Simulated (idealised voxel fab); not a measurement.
Documented hereafter: the process module known as voxel transistor to metal.
Shown is cross-section cut, with a width of 185 nm and square cells of size 5 nm.
When this document writes out a cross-section, it uses a grid of square cells and lists it as bands, beginning at the top and moving down, with a band standing for one or more rows of cells. Per band: top height and bottom height in nm, followed by the left-to-right materials and their widths in nm; "everywhere" marks a single material spanning edge to edge, "empty" marks empty space. Heights are expressed relative to 0, this being the level below which the as-received wafer comprises one material exclusively. The lowest band is unbounded in the downward direction and is denoted as in "0..down". Width spec "30..40" -> top row of cells at first value, bottom row at second value, equal per-row change in between. "no change" -> step changed no cross-section cell. Closed empty spaces (no open way to the top) of 8 cells or more are what "Listed closed voids" lists, each as width x height at distance from the left edge, nm for all three. It should be noted that, on the line of a given step, the content following the step's settings is a remark produced by the simulator itself with respect to that step. The line of a step may include "overlay nm". On a step with a mask, this value is how far to the right of its planned place the mask lay. A negative value means the mask lay to the left.
[So here's the lineup of process steps we planned]
1. RECEIVE [material Si]
2. CONFORMAL_DEP [material SiO2] [thk nm 5]
3. CONFORMAL_DEP [material SiN] [thk nm 15]
4. DIRECTIONAL_DEP [material aC] [thk nm 10]
5. PATTERN [tone cover] [mask id ACTIVE] [material resist] [width nm 105] [thk nm 25] [overlay nm 0]
6. DIRECTIONAL_ETCH [etch materials aC] [depth nm 10]
7. STRIP [etch materials resist]
8. DIRECTIONAL_ETCH [etch materials SiN] [depth nm 15]
9. DIRECTIONAL_ETCH [etch materials SiO2] [depth nm 5]
10. DIRECTIONAL_ETCH [etch materials Si] [depth nm 35]
11. STRIP [etch materials aC]
12. OXIDIZE [depth nm 5]
13. FILL_DEP [material SiO2] [thk nm 5]
14. CMP [height nm 20]
15. SELECTIVE_ETCH [etch materials SiO2] [depth nm 10]
16. STRIP [etch materials SiN]
17. SELECTIVE_ETCH [etch materials SiO2] [depth nm 5]
18. OXIDIZE [depth nm 5]
19. DIRECTIONAL_DEP [material polySi] [thk nm 25]
20. DIRECTIONAL_DEP [material SiCN] [thk nm 10]
21. DIRECTIONAL_DEP [material aC] [thk nm 15]
22. PATTERN [tone cover] [mask id GATE] [material resist] [width nm 35] [thk nm 35] [overlay nm 0]
23. DIRECTIONAL_ETCH [etch materials aC] [depth nm 15]
24. STRIP [etch materials resist]
25. DIRECTIONAL_ETCH [etch materials SiCN] [depth nm 20]
26. DIRECTIONAL_ETCH [etch materials polySi] [depth nm 35]
27. STRIP [etch materials aC]
28. CONFORMAL_DEP [material SiN] [thk nm 10]
29. DIRECTIONAL_ETCH [etch materials SiN] [depth nm 10]
30. DIRECTIONAL_ETCH [etch materials SiO2] [depth nm 5]
31. DIRECTIONAL_ETCH [etch materials Si] [depth nm 5]
32. EPI [material SiGe] [thk nm 10]
33. FILL_DEP [material SiO2] [thk nm 5]
34. CMP [height nm 25]
35. STRIP [etch materials polySi]
36. SELECTIVE_ETCH [etch materials SiO2] [depth nm 5]
37. CONFORMAL_DEP [material HfO2] [thk nm 5]
38. CONFORMAL_DEP [material TiN] [thk nm 5]
39. FILL_DEP [material W] [thk nm 5]
40. CMP [height nm 20]
41. DIRECTIONAL_DEP [material SiO2] [thk nm 10]
42. DIRECTIONAL_DEP [material aC] [thk nm 15]
43. PATTERN [tone open] [mask id CONTACT] [material resist] [width nm 15] [pitch nm 80] [thk nm 30] [overlay nm 0]
44. DIRECTIONAL_ETCH [etch materials aC] [depth nm 15]
45. STRIP [etch materials resist]
46. DIRECTIONAL_ETCH [etch materials SiO2] [depth nm 30]
47. STRIP [etch materials aC]
48. CONFORMAL_DEP [material TiN] [thk nm 5]
49. FILL_DEP [material Ru] [thk nm 5]
50. CMP [height nm 30]
51. DIRECTIONAL_DEP [material TiN] [thk nm 5]
52. DIRECTIONAL_DEP [material W] [thk nm 20]
53. PATTERN [tone cover] [mask id METAL_1] [material resist] [width nm 15] [pitch nm 80] [thk nm 15] [overlay nm 0]
54. DIRECTIONAL_ETCH [etch materials W] [depth nm 20]
55. DIRECTIONAL_ETCH [etch materials TiN] [depth nm 5]
56. STRIP [etch materials resist]
57. FILL_DEP [material SiO2] [thk nm 10]
58. CMP [height nm 55]
59. CONFORMAL_DEP [material SiCN] [thk nm 5]
60. DIRECTIONAL_DEP [material lowk] [thk nm 30]
61. MASKED_ETCH [tone open] [mask id METAL_2] [width nm 15] [pitch nm 80] [etch materials lowk] [depth nm 20] [overlay nm 0]
62. MASKED_ETCH [tone open] [mask id METAL_2_HOLES] [width nm 15] [pitch nm 80] [etch materials lowk] [depth nm 10] [overlay nm 0]
63. MASKED_ETCH [tone open] [mask id METAL_2_HOLES] [width nm 15] [pitch nm 80] [etch materials SiCN] [depth nm 5] [overlay nm 0]
64. CONFORMAL_DEP [material TiN] [thk nm 5]
65. FILL_DEP [material Cu] [thk nm 10]
66. CMP [height nm 90]
67. CONFORMAL_DEP [material SiN] [thk nm 5]
[Cross-sectional view of the wafer in its as-received condition, corresponding to the state after step 1]
* 0..down  Si everywhere
* Listed closed voids: none
[First of two wafers, end-of-module section, run followed plan]
* 95..90  SiN everywhere
* 90..60  lowk 45, then TiN 5, then Cu 5, then TiN 5, then lowk 65, then TiN 5, then Cu 5, then TiN 5, then lowk 45
* 60..55  SiCN 45, then TiN 15, then SiCN 65, then TiN 15, then SiCN 45
* 55..35  SiO2 45, then W 15, then SiO2 65, then W 15, then SiO2 45
* 35..30  SiO2 45, then TiN 15, then SiO2 65, then TiN 15, then SiO2 45
* 30..20  SiO2 45, then TiN 5, then Ru 5, then TiN 5, then SiO2 65, then TiN 5, then Ru 5, then TiN 5, then SiO2 45
* 20..10  SiO2 45, then TiN 5, then Ru 5, then TiN 5, then SiO2 5, then SiN 10, then HfO2 5, then TiN 5, then W 15, then TiN 5, then HfO2 5, then SiN 10, then SiO2 5, then TiN 5, then Ru 5, then TiN 5, then SiO2 45
* 10..5  SiO2 45, then TiN 15, then SiO2 5, then SiN 10, then HfO2 5, then TiN 5, then W 15, then TiN 5, then HfO2 5, then SiN 10, then SiO2 5, then TiN 15, then SiO2 45
* 5..0  SiO2 35, then SiN 10, then TiN 10, then SiGe 10, then SiN 10, then HfO2 5, then TiN 25, then HfO2 5, then SiN 10, then SiGe 10, then TiN 10, then SiN 10, then SiO2 35
* 0..-5  SiO2 45, then SiGe 20, then SiO2 5, then HfO2 45, then SiO2 5, then SiGe 20, then SiO2 45
* -5..-10  SiO2 45, then SiGe 20, then Si 55, then SiGe 20, then SiO2 45
* -10..-40  SiO2 45, then Si 95, then SiO2 45
* -40..down  Si everywhere
* Listed closed voids: none
[The second wafer, shown in cross-section after the module: started the same way as the first and given the same plan, yet one mistake crept into how it was run]
* 95..90  SiN everywhere
* 90..60  lowk 45, then TiN 5, then Cu 5, then TiN 5, then lowk 65, then TiN 5, then Cu 5, then TiN 5, then lowk 45
* 60..55  SiCN 45, then TiN 15, then SiCN 65, then TiN 15, then SiCN 45
* 55..35  SiO2 45, then W 15, then SiO2 65, then W 15, then SiO2 45
* 35..30  SiO2 45, then TiN 15, then SiO2 65, then TiN 15, then SiO2 45
* 30..20  SiO2 45, then TiN 5, then Ru 5, then TiN 5, then SiO2 65, then TiN 5, then Ru 5, then TiN 5, then SiO2 45
* 20..15  SiO2 45, then TiN 5, then Ru 5, then TiN 5, then SiO2 5, then SiN 10, then HfO2 5, then TiN 5, then W 15, then TiN 5, then HfO2 5, then SiN 10, then SiO2 5, then TiN 5, then Ru 5, then TiN 5, then SiO2 45
* 15..10  SiO2 45, then TiN 15, then SiO2 5, then SiN 10, then HfO2 5, then TiN 25, then HfO2 5, then SiN 10, then SiO2 5, then TiN 15, then SiO2 45
* 10..5  SiO2 30, then SiGe 10, then SiN 10, then TiN 10, then SiO2 10, then HfO2 45, then SiO2 10, then TiN 10, then SiN 10, then SiGe 10, then SiO2 30
* 5..0  SiGe 40, then SiO2 10, then TiN 10, then SiO2 65, then TiN 10, then SiO2 10, then SiGe 40
* 0..-5  SiGe 40, then Si 105, then SiGe 40
* -5..down  Si everywhere
* Listed closed voids: none
Diagnosis: step 2 did not use the planned setting and instead ran as CONFORMAL_DEP [material SiO2] [thk nm 15]
The second wafer ends with more or fewer cells of some materials than the first, per final count: HfO2: 4 fewer | Ru: 2 fewer | Si: 155 more | SiGe: 16 more | SiN: 8 fewer | SiO2: 147 fewer | TiN: 4 fewer | W: 6 fewer
